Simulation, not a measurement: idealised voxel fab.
Herein follows the process module entitled voxel fin reveal.
Square cells of 5 nm make up the cross-section cut, whose width is 210 nm.
Each cross-section below is a grid of square cells, stated as bands in top-down order, with one or more rows of cells making up each band. Per band: top height and bottom height in nm, followed by the left-to-right materials and their widths in nm; "throughout" marks a single material spanning edge to edge, "air" marks empty space. A quick word on heights: they are counted from 0, and under that level the wafer as it came to us is one material throughout. The lowest band is different from the rest in having no bottom; it simply continues downward, written as in "from 0 down". Width spec "30->40" -> top row of cells at first value, bottom row at second value, equal per-row change in between. For the purposes of this document, the phrase "remained the same" attached to a step denotes that no cell within the cross-section was modified by that step. The entry titled "Sealed cavities" provides the empty spaces that have no open way to the top, restricted to those of 8 cells or more. Each is presented as width x height at distance, the distance being measured from the left edge, with all three in nm. Note: text after step settings on the step line = simulator remark on that step. overlay nm, on a step with a mask: how far to the right of its planned place the mask lay; to the left if negative.

LIST OF PLANNED PROCESS STEPS
1,RECEIVE [material Si]
2,CONFORMAL_DEP [material SiN] [thk nm 5]
3,PATTERN [tone cover] [mask id FINS] [material resist] [width nm 15] [pitch nm 40] [thk nm 20] [overlay nm -15]
4,DIRECTIONAL_ETCH [etch materials SiN] [depth nm 5]
5,DIRECTIONAL_ETCH [etch materials Si] [depth nm 35]
6,STRIP [etch materials resist]
7,FILL_DEP [material SiO2] [thk nm 5]
8,CMP [height nm 5]
9,SELECTIVE_ETCH [etch materials SiO2] [depth nm 30]
10,STRIP [etch materials SiN]
11,CONFORMAL_DEP [material HfO2] [thk nm 5]
Every wafer here starts from the same state; it is the step 3 overlay nm that distinguishes them, and the value the plan gives belongs to the first wafer.

FIRST WAFER AS RECEIVED, AFTER STEP 1
	from 0 down: Si throughout
	Sealed cavities: none

PER-WAFER ROWS BELOW. FOR EACH MATERIAL: CELLS GAINED (+) OR LOST (-) SINCE THE WAFER WAS RECEIVED, AS OF END OF MODULE. THEN: CLOSED VOIDS
overlay nm -15, +82 HfO2, -210 Si, +60 SiO2, Sealed cavities: none
overlay nm -10, +82 HfO2, -210 Si, +60 SiO2, Sealed cavities: none
overlay nm -5, +82 HfO2, -210 Si, +60 SiO2, Sealed cavities: none
overlay nm 0, +82 HfO2, -210 Si, +60 SiO2, Sealed cavities: none
overlay nm 5, +82 HfO2, -210 Si, +60 SiO2, Sealed cavities: none
overlay nm 10, +82 HfO2, -210 Si, +60 SiO2, Sealed cavities: none
overlay nm 15, +82 HfO2, -210 Si, +60 SiO2, Sealed cavities: none
